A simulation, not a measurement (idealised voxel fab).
The following process module bears the name voxel ribs on slabs.
For reference, the cross-section in this document is cut, with width 170 nm and square cells of 5 nm.
Notation: cross-section as square-cell grid; stated in bands, top first, going down; one or more cell rows per band.
Read a band's entry like this: the first values are the height of its top and the height of its bottom in nm, and what follows is the sequence of materials from left to right, each with its width in nm. Note that "air" is empty space, and that a single material marked "edge to edge" reaches across the band from edge to edge.
Beneath 0, the wafer as received is one material, and that level is where height counting begins. The lowest band goes on downward without a bottom; it is written like "0 and below".
When a width is written as two numbers, as in "30->40", the first number is the width in the top row of cells of the band and the second is the width in its bottom row, and the width changes by the same amount from each row to the next.
Basically "nothing different" means that step didn't change any cell in the cross-section.
Closed empty spaces (no open way to the top) of 8 cells or more are what "Completely enclosed voids" lists, each as width x height at distance from the left edge, nm for all three.
If you see something after the settings on a step's line, that's the simulator's own remark about that step.
overlay nm, on a step with a mask: how far to the right of its planned place the mask lay; to the left if negative

-- Here's what the planned process steps look like
step 1: RECEIVE with material Si
step 2: DIRECTIONAL_DEP with material SiO2, thk nm 25
step 3: DIRECTIONAL_DEP with material SiN, thk nm 20
step 4: MASKED_ETCH with tone cover, mask id RIB, width nm 20, etch materials SiN, depth nm 15, overlay nm 0
step 5: PATTERN with tone cover, mask id SLAB, material resist, width nm 60, thk nm 15, overlay nm 0
step 6: DIRECTIONAL_ETCH with etch materials SiN, depth nm 5
step 7: STRIP with etch materials resist
step 8: FILL_DEP with material SiO2, thk nm 25
step 9: CMP with height nm 60
step 10: DIRECTIONAL_DEP with material TiN, thk nm 5
step 11: PATTERN with tone cover, mask id HEATER, material resist, width nm 30, thk nm 15, overlay nm 0
step 12: DIRECTIONAL_ETCH with etch materials TiN, depth nm 5
step 13: STRIP with etch materials resist
step 14: CONFORMAL_DEP with material SiN, thk nm 10

-- First of two wafers: run as planned

-- This is the cross-section of the wafer as we received it, i.e. after step 1
	0 and below: Si edge to edge
	Completely enclosed voids: none

-- State of the wafer after step 2, shown in cross-section
	25 down to 0: SiO2 edge to edge
	Heights below 0 show no change.

-- State of the wafer after step 3, shown in cross-section
	45 down to 25: SiN edge to edge
	Heights below 25 show no change.

-- State of the wafer after step 4, shown in cross-section
	45 down to 30: air 75 nm / SiN 20 nm / air 75 nm
	Heights below 30 show no change.

-- State of the wafer after step 5, shown in cross-section
	60 down to 45: air 55 nm / resist 60 nm / air 55 nm
	45 down to 30: air 55 nm / resist 20 nm / SiN 20 nm / resist 20 nm / air 55 nm
	Heights below 30 show no change.

-- State of the wafer after step 6, shown in cross-section
	60 down to 45: air 55 nm / resist 60 nm / air 55 nm
	45 down to 30: air 55 nm / resist 20 nm / SiN 20 nm / resist 20 nm / air 55 nm
	30 down to 25: air 55 nm / SiN 60 nm / air 55 nm
	Heights below 25 show no change.

-- State of the wafer after step 7, shown in cross-section
	45 down to 30: air 75 nm / SiN 20 nm / air 75 nm
	Heights below 30 show no change.

-- State of the wafer after step 8, shown in cross-section
	70 down to 45: SiO2 edge to edge
	45 down to 30: SiO2 75 nm / SiN 20 nm / SiO2 75 nm
	30 down to 25: SiO2 55 nm / SiN 60 nm / SiO2 55 nm
	Heights below 25 show no change.

-- State of the wafer after step 9, shown in cross-section
	60 down to 45: SiO2 edge to edge
	Heights below 45 show no change.

-- State of the wafer after step 10, shown in cross-section
	65 down to 60: TiN edge to edge
	Heights below 60 show no change.

-- State of the wafer after step 11, shown in cross-section
	80 down to 65: air 70 nm / resist 30 nm / air 70 nm
	Heights below 65 show no change.

-- State of the wafer after step 12, shown in cross-section
	80 down to 65: air 70 nm / resist 30 nm / air 70 nm
	65 down to 60: air 70 nm / TiN 30 nm / air 70 nm
	Heights below 60 show no change.

-- State of the wafer after step 13, shown in cross-section
	65 down to 60: air 70 nm / TiN 30 nm / air 70 nm
	Heights below 60 show no change.

-- State of the wafer after step 14, shown in cross-section
	75 down to 70: air 60 nm / SiN 50 nm / air 60 nm
	70 down to 65: SiN edge to edge
	65 down to 60: SiN 70 nm / TiN 30 nm / SiN 70 nm
	Heights below 60 show no change.

-- Second of two: same start, same plan, one run error; steps up to and including 4 match the first

-- What the second wafer looks like in cross-section when step 5 should have wrapped up
	60 down to 45: air 60 nm / resist 55 nm / air 55 nm
	45 down to 30: air 60 nm / resist 15 nm / SiN 20 nm / resist 20 nm / air 55 nm
	Heights below 30 show no change.

-- What the second wafer looks like in cross-section when step 6 should have wrapped up
	60 down to 45: air 60 nm / resist 55 nm / air 55 nm
	45 down to 30: air 60 nm / resist 15 nm / SiN 20 nm / resist 20 nm / air 55 nm
	30 down to 25: air 60 nm / SiN 55 nm / air 55 nm
	Heights below 25 show no change.

-- What the second wafer looks like in cross-section when step 7 should have wrapped up
	45 down to 30: air 75 nm / SiN 20 nm / air 75 nm
	Heights below 30 show no change.

-- What the second wafer looks like in cross-section when step 8 should have wrapped up
	70 down to 45: SiO2 edge to edge
	45 down to 30: SiO2 75 nm / SiN 20 nm / SiO2 75 nm
	30 down to 25: SiO2 60 nm / SiN 55 nm / SiO2 55 nm
	Heights below 25 show no change.

-- What the second wafer looks like in cross-section when step 9 should have wrapped up
	60 down to 45: SiO2 edge to edge
	Heights below 45 show no change.

-- What the second wafer looks like in cross-section when step 10 should have wrapped up
	65 down to 60: TiN edge to edge
	Heights below 60 show no change.

-- What the second wafer looks like in cross-section when step 11 should have wrapped up
	80 down to 65: air 70 nm / resist 30 nm / air 70 nm
	Heights below 65 show no change.

-- What the second wafer looks like in cross-section when step 12 should have wrapped up
	80 down to 65: air 70 nm / resist 30 nm / air 70 nm
	65 down to 60: air 70 nm / TiN 30 nm / air 70 nm
	Heights below 60 show no change.

-- What the second wafer looks like in cross-section when step 13 should have wrapped up
	65 down to 60: air 70 nm / TiN 30 nm / air 70 nm
	Heights below 60 show no change.

-- What the second wafer looks like in cross-section when step 14 should have wrapped up
	75 down to 70: air 60 nm / SiN 50 nm / air 60 nm
	70 down to 65: SiN edge to edge
	65 down to 60: SiN 70 nm / TiN 30 nm / SiN 70 nm
	Heights below 60 show no change.
what went wrong: note that step 5 departed from the planned setting and was carried out as PATTERN with tone cover, mask id SLAB, material resist, width nm 55, thk nm 15, overlay nm 0
Final tally in cells, some materials are higher or lower on the second wafer than on the first: 1 fewer of SiN | 1 more of SiO2
